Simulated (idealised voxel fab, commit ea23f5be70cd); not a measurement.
Herein follows the process module entitled voxel spacer lines.
Each square cell in cross-section cut measures 5 nm, and the section as a whole is 220 nm wide.
A cross-section in this document is a grid of square cells, and it is written down as bands, the top band listed before the ones below it; a band is made up of one or more rows of cells. In this notation a band is specified by the heights of its top and bottom, in that order and in nm, after which its materials appear from left to right, each paired with its width in nm. The word "throughout" attached to a single material means that material fills the band from edge to edge; the word "blank" stands for empty space. All heights in this document are referenced to 0, defined as the level beneath which the wafer, as received, consists entirely of one material. The lowest band is not bounded below; it extends indefinitely downward and is written in the form "0 down". When a width is written as two numbers, as in "30 to 40", the first number is the width in the top row of cells of the band and the second is the width in its bottom row, and the width changes by the same amount from each row to the next. No cell of the cross-section changed in a step that is given as "nothing altered". The list in "Sealed voids" covers empty spaces of 8 cells or more that cannot reach the top through any open way, and it gives each as width x height at distance; the distance is from the left edge, and width, height and distance are in nm. Heads up: the bit after the settings on a step's line is the simulator's remark on that step. The optional step-line setting "overlay nm" applies to steps with a mask and quantifies how far to the right of its planned location the mask lay, a negative value indicating leftward placement.
Here's what the planned process steps look like:
| 1 | op RECEIVE | material Si |
| 2 | op CONFORMAL_DEP | material Al2O3 | thk nm 5 |
| 3 | op DIRECTIONAL_DEP | material TiN | thk nm 15 |
| 4 | op DIRECTIONAL_DEP | material aC | thk nm 25 |
| 5 | op PATTERN | tone cover | mask id MANDREL | material resist | width nm 20 | pitch nm 70 | thk nm 35 | overlay nm 0 |
| 6 | op DIRECTIONAL_ETCH | etch materials aC | depth nm 25 |
| 7 | op STRIP | etch materials resist |
| 8 | op CONFORMAL_DEP | material SiO2 | thk nm 15 |
| 9 | op DIRECTIONAL_ETCH | etch materials SiO2 | depth nm 15 |
| 10 | op STRIP | etch materials aC |
| 11 | op DIRECTIONAL_ETCH | etch materials TiN | depth nm 15 |
| 12 | op STRIP | etch materials SiO2 |
| 13 | op FILL_DEP | material lowk | thk nm 10 |
| 14 | op CMP | height nm 20 |
As-received wafer cross-section (after step 1):
0 down  Si throughout
Sealed voids: none
Cross-section taken at module completion on the first of two wafers; processed per the plan:
20 to 5  15 lowk, then 15 TiN, then 20 lowk, then 15 TiN, then 20 lowk, then 15 TiN, then 20 lowk, then 15 TiN, then 20 lowk, then 15 TiN, then 20 lowk, then 15 TiN, then 15 lowk
5 to 0  Al2O3 throughout
0 down  Si throughout
Sealed voids: none
So this is wafer number two of the two, cut at the end of the module - it started where the first did and had the same plan, we just got one thing wrong running it:
20 to 5  15 lowk, then 15 TiN, then 25 lowk, then 15 TiN, then 15 lowk, then 15 TiN, then 25 lowk, then 15 TiN, then 15 lowk, then 15 TiN, then 25 lowk, then 15 TiN, then 10 lowk
5 to 0  Al2O3 throughout
0 down  Si throughout
Sealed voids: none
Nonconformance to the process plan: note that step 5 departed from the planned setting and was carried out as op PATTERN | tone cover | mask id MANDREL | material resist | width nm 25 | pitch nm 70 | thk nm 35 | overlay nm 0
Final state: per-material cell counts identical on both wafers; locations differ.
